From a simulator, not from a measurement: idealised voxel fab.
process module | voxel transistor to metal
cross-section cut | 170 nm wide | cells 5 nm
A cross-section is a grid of square cells, given in bands from the top down. A band is one or more rows of cells.
Each band's line starts with the height of the band's top and of its bottom, in nm. Then come its materials from left to right, each with its width in nm. One material with "throughout" fills the band from edge to edge. "air" is empty space.
Height 0 is the level under which the wafer as received is all one material. The lowest band goes on downwards, as in "0 down".
A width such as "30 to 40" changes by the same amount from each row of cells to the next, from the band's top row to its bottom row.
"no change" after a step means that no cell of the cross-section changed.
closed voids: empty space of 8 cells or more with no open way to the top, each as width x height at its distance from the left edge, in nm
after a step's settings: what the simulator itself notes on the step
overlay nm, on a step with a mask: how far to the right of its planned place the mask lay; to the left if negative
plan
1 op RECEIVE | material Si
2 op CONFORMAL_DEP | material SiO2 | thk nm 5
3 op CONFORMAL_DEP | material SiN | thk nm 15
4 op DIRECTIONAL_DEP | material aC | thk nm 10
5 op PATTERN | tone cover | mask id ACTIVE | material resist | width nm 130 | thk nm 30 | overlay nm 0
6 op DIRECTIONAL_ETCH | etch materials aC | depth nm 10
7 op STRIP | etch materials resist
8 op DIRECTIONAL_ETCH | etch materials SiN | depth nm 15
9 op DIRECTIONAL_ETCH | etch materials SiO2 | depth nm 5
10 op DIRECTIONAL_ETCH | etch materials Si | depth nm 30
11 op STRIP | etch materials aC
12 op OXIDIZE | depth nm 5
13 op FILL_DEP | material SiO2 | thk nm 5
14 op CMP | height nm 20
15 op SELECTIVE_ETCH | etch materials SiO2 | depth nm 5
16 op STRIP | etch materials SiN
17 op SELECTIVE_ETCH | etch materials SiO2 | depth nm 5
18 op OXIDIZE | depth nm 5
19 op DIRECTIONAL_DEP | material polySi | thk nm 30
20 op DIRECTIONAL_DEP | material SiCN | thk nm 10
21 op MASKED_ETCH | tone cover | mask id GATE | width nm 30 | etch materials SiCN | depth nm 20 | overlay nm 0
22 op MASKED_ETCH | tone cover | mask id GATE | width nm 30 | etch materials polySi | depth nm 40 | overlay nm 0
23 op CONFORMAL_DEP | material SiO2 | thk nm 5
24 op DIRECTIONAL_ETCH | etch materials SiO2 | depth nm 5
25 op CONFORMAL_DEP | material SiN | thk nm 10
26 op DIRECTIONAL_ETCH | etch materials SiN | depth nm 10
27 op DIRECTIONAL_ETCH | etch materials SiO2 | depth nm 5
28 op EPI | material pSi | thk nm 5
29 op FILL_DEP | material SiO2 | thk nm 10
30 op CMP | height nm 30
31 op STRIP | etch materials polySi
32 op SELECTIVE_ETCH | etch materials SiO2 | depth nm 5
33 op CONFORMAL_DEP | material HfO2 | thk nm 5
34 op CONFORMAL_DEP | material TiN | thk nm 5
35 op FILL_DEP | material W | thk nm 10
36 op CMP | height nm 25
37 op DIRECTIONAL_DEP | material SiO2 | thk nm 15
38 op MASKED_ETCH | tone open | mask id CONTACT | width nm 20 | pitch nm 90 | etch materials SiO2 | depth nm 40 | overlay nm 0
39 op CONFORMAL_DEP | material TiN | thk nm 5
40 op FILL_DEP | material Ru | thk nm 5
41 op CMP | height nm 40
42 op CONFORMAL_DEP | material SiN | thk nm 5
43 op DIRECTIONAL_DEP | material lowk | thk nm 15
44 op PATTERN | tone open | mask id METAL_1 | material resist | width nm 20 | pitch nm 90 | thk nm 20 | overlay nm 0
45 op DIRECTIONAL_ETCH | etch materials lowk | depth nm 15
46 op DIRECTIONAL_ETCH | etch materials SiN | depth nm 5
47 op STRIP | etch materials resist
48 op CONFORMAL_DEP | material TiN | thk nm 5
49 op FILL_DEP | material Cu | thk nm 5
50 op CMP | height nm 60
51 op CONFORMAL_DEP | material SiCN | thk nm 5
52 op DIRECTIONAL_DEP | material SiO2 | thk nm 30
53 op PATTERN | tone open | mask id METAL_2 | material resist | width nm 20 | pitch nm 90 | thk nm 20 | overlay nm 0
54 op DIRECTIONAL_ETCH | etch materials SiO2 | depth nm 20
55 op STRIP | etch materials resist
56 op DIRECTIONAL_DEP | material aC | thk nm 10
57 op PATTERN | tone open | mask id METAL_2_HOLES | material resist | width nm 15 | pitch nm 90 | thk nm 30 | overlay nm 0
58 op DIRECTIONAL_ETCH | etch materials aC | depth nm 10
59 op STRIP | etch materials resist
60 op DIRECTIONAL_ETCH | etch materials SiO2 | depth nm 10
61 op DIRECTIONAL_ETCH | etch materials SiCN | depth nm 5
62 op STRIP | etch materials aC
63 op CONFORMAL_DEP | material TiN | thk nm 5
64 op FILL_DEP | material Cu | thk nm 10
65 op CMP | height nm 95
66 op CONFORMAL_DEP | material SiCN | thk nm 5
as received, after step 1
  0 down: Si throughout
  closed voids: none
a wafer at the end: this start, this plan, one mistake
  100 to 95: SiCN throughout
  95 to 80: SiO2 30 | TiN 5 | Cu 10 | TiN 5 | SiO2 70 | TiN 5 | Cu 10 | TiN 5 | SiO2 30
  80 to 75: SiO2 30 | TiN 5 | Cu 5 | TiN 10 | SiO2 70 | TiN 5 | Cu 5 | TiN 10 | SiO2 30
  75 to 65: SiO2 30 | TiN 5 | Cu 5 | TiN 5 | SiO2 75 | TiN 5 | Cu 5 | TiN 5 | SiO2 35
  65 to 60: SiCN 30 | TiN 15 | SiCN 75 | TiN 15 | SiCN 35
  60 to 45: lowk 35 | TiN 5 | Cu 5 | TiN 5 | lowk 75 | TiN 5 | Cu 5 | TiN 5 | lowk 30
  45 to 40: SiN 35 | TiN 15 | SiN 75 | TiN 15 | SiN 30
  40 to 25: SiO2 30 | TiN 5 | Ru 10 | TiN 5 | SiO2 70 | TiN 5 | Ru 10 | TiN 5 | SiO2 30
  25 to 10: SiO2 30 | TiN 5 | Ru 10 | TiN 5 | SiO2 5 | SiN 10 | HfO2 5 | TiN 5 | W 20 | TiN 5 | HfO2 5 | SiN 10 | SiO2 5 | TiN 5 | Ru 10 | TiN 5 | SiO2 30
  10 to 5: SiO2 20 | SiN 10 | TiN 5 | Ru 10 | TiN 5 | SiO2 5 | SiN 10 | HfO2 5 | TiN 5 | W 20 | TiN 5 | HfO2 5 | SiN 10 | SiO2 5 | TiN 5 | Ru 10 | TiN 5 | SiN 10 | SiO2 20
  5 to 0: SiO2 20 | SiN 10 | TiN 20 | SiO2 5 | SiN 10 | HfO2 5 | TiN 30 | HfO2 5 | SiN 10 | SiO2 5 | TiN 20 | SiN 10 | SiO2 20
  0 to -5: SiO2 30 | pSi 25 | SiO2 10 | HfO2 40 | SiO2 10 | pSi 25 | SiO2 30
  -5 to -35: SiO2 25 | Si 120 | SiO2 25
  -35 down: Si throughout
  closed voids: none
what went wrong: step 44 ran as: op PATTERN | tone open | mask id METAL_1 | material resist | width nm 15 | pitch nm 90 | thk nm 20 | overlay nm 0
